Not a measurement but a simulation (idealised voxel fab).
The following process module bears the name voxel capacitor over wiring.
Cross-section cut spans 230 nm and uses square cells 5 nm in size.
We lay out every cross-section as a grid of square cells and spell it out in bands from the top down, where one band means one or more rows of cells.
The entry gives the band's vertical extent as a top height and a bottom height in nm, then its horizontal make-up as materials from left to right, each with a width in nm. "empty" stands for empty space; a single material marked "full width" fills the band edge to edge.
Height 0 is the level under which the wafer as received is all one material. The lowest band goes on downwards, as in "0 -> down".
Quick explanation for "30->40": the width changes in equal steps down the rows of cells, from the first number in the band's top row to the second number in its bottom row.
"no modifications" (step): cross-section cells unchanged, all of them.
Entry "Closed void entries" = empty spaces >= 8 cells with no open way to the top; each as width x height at distance, distance from left edge, all nm.
Anything after a step's settings on that line? It's the simulator's own note about the step.
overlay nm: how far to the right of its planned place the mask lay on this masked step (negative: to the left).
-- The planned process steps are enumerated hereunder
step 1: RECEIVE | material Si
step 2: CONFORMAL_DEP | material SiO2 | thk nm 10
step 3: CONFORMAL_DEP | material SiCN | thk nm 5
step 4: DIRECTIONAL_DEP | material SiO2 | thk nm 20
step 5: DIRECTIONAL_DEP | material aC | thk nm 15
step 6: PATTERN | tone open | mask id METAL_1 | material resist | width nm 30 | pitch nm 95 | thk nm 35 | overlay nm 0
step 7: DIRECTIONAL_ETCH | etch materials aC | depth nm 15
step 8: STRIP | etch materials resist
step 9: DIRECTIONAL_ETCH | etch materials SiO2 | depth nm 20
step 10: DIRECTIONAL_ETCH | etch materials SiCN | depth nm 5
step 11: STRIP | etch materials aC
step 12: CONFORMAL_DEP | material TiN | thk nm 5
step 13: FILL_DEP | material Ru | thk nm 5
step 14: CMP | height nm 35
step 15: CONFORMAL_DEP | material SiCN | thk nm 5
step 16: DIRECTIONAL_DEP | material lowk | thk nm 15
step 17: DIRECTIONAL_DEP | material aC | thk nm 10
step 18: PATTERN | tone open | mask id PLUG_1 | material resist | width nm 15 | thk nm 30 | overlay nm 0
step 19: DIRECTIONAL_ETCH | etch materials aC | depth nm 10
step 20: STRIP | etch materials resist
step 21: DIRECTIONAL_ETCH | etch materials lowk | depth nm 15
step 22: DIRECTIONAL_ETCH | etch materials SiCN | depth nm 5
step 23: STRIP | etch materials aC
step 24: EPI | material Ru | thk nm 10
step 25: EPI | material Ru | thk nm 10
step 26: DIRECTIONAL_DEP | material TiN | thk nm 10
step 27: DIRECTIONAL_DEP | material SiN | thk nm 5
step 28: DIRECTIONAL_DEP | material TiN | thk nm 10
step 29: MASKED_ETCH | tone cover | mask id UPPER_PLATE | width nm 70 | etch materials TiN | depth nm 10 | overlay nm 0
step 30: MASKED_ETCH | tone cover | mask id UPPER_PLATE | width nm 60 | etch materials SiN | depth nm 5 | overlay nm 0
step 31: DIRECTIONAL_DEP | material aC | thk nm 10
step 32: PATTERN | tone cover | mask id LOWER_PLATE | material resist | width nm 80 | thk nm 25 | overlay nm 0
step 33: DIRECTIONAL_ETCH | etch materials aC | depth nm 10
step 34: STRIP | etch materials resist
step 35: DIRECTIONAL_ETCH | etch materials TiN | depth nm 10
step 36: STRIP | etch materials aC
step 37: FILL_DEP | material SiO2 | thk nm 15
step 38: CMP | height nm 90
step 39: DIRECTIONAL_DEP | material aC | thk nm 15
step 40: PATTERN | tone open | mask id PLUG_2 | material resist | width nm 15 | thk nm 35 | overlay nm 0
step 41: DIRECTIONAL_ETCH | etch materials aC | depth nm 15
step 42: STRIP | etch materials resist
step 43: DIRECTIONAL_ETCH | etch materials SiO2 | depth nm 10
step 44: STRIP | etch materials aC
step 45: CONFORMAL_DEP | material TiN | thk nm 5
step 46: FILL_DEP | material W | thk nm 5
step 47: CMP | height nm 90
step 48: CONFORMAL_DEP | material SiN | thk nm 5
Where the wafers of this document differ is in the width nm of step 30; they start out the same, and the plan states the value that applied to the first wafer.
-- First of several wafers, received after step 1, in cross-section
	0 -> down: Si full width
	Closed void entries: none
-- Where each wafer stands at the end of the module, a row apiece: cells of each material gained (+) or lost (-) since it was received, then closed voids
width nm 60; +44 Ru; +77 SiCN; +60 SiN; +470 SiO2; +93 TiN; +1 W; +129 lowk; Closed void entries: none
width nm 65; +44 Ru; +77 SiCN; +60 SiN; +470 SiO2; +93 TiN; +1 W; +129 lowk; Closed void entries: none
width nm 70; +44 Ru; +77 SiCN; +60 SiN; +470 SiO2; +93 TiN; +1 W; +129 lowk; Closed void entries: none
width nm 75; +44 Ru; +77 SiCN; +61 SiN; +469 SiO2; +93 TiN; +1 W; +129 lowk; Closed void entries: none
width nm 80; +44 Ru; +77 SiCN; +62 SiN; +468 SiO2; +93 TiN; +1 W; +129 lowk; Closed void entries: none
width nm 85; +44 Ru; +77 SiCN; +63 SiN; +465 SiO2; +95 TiN; +1 W; +129 lowk; Closed void entries: none
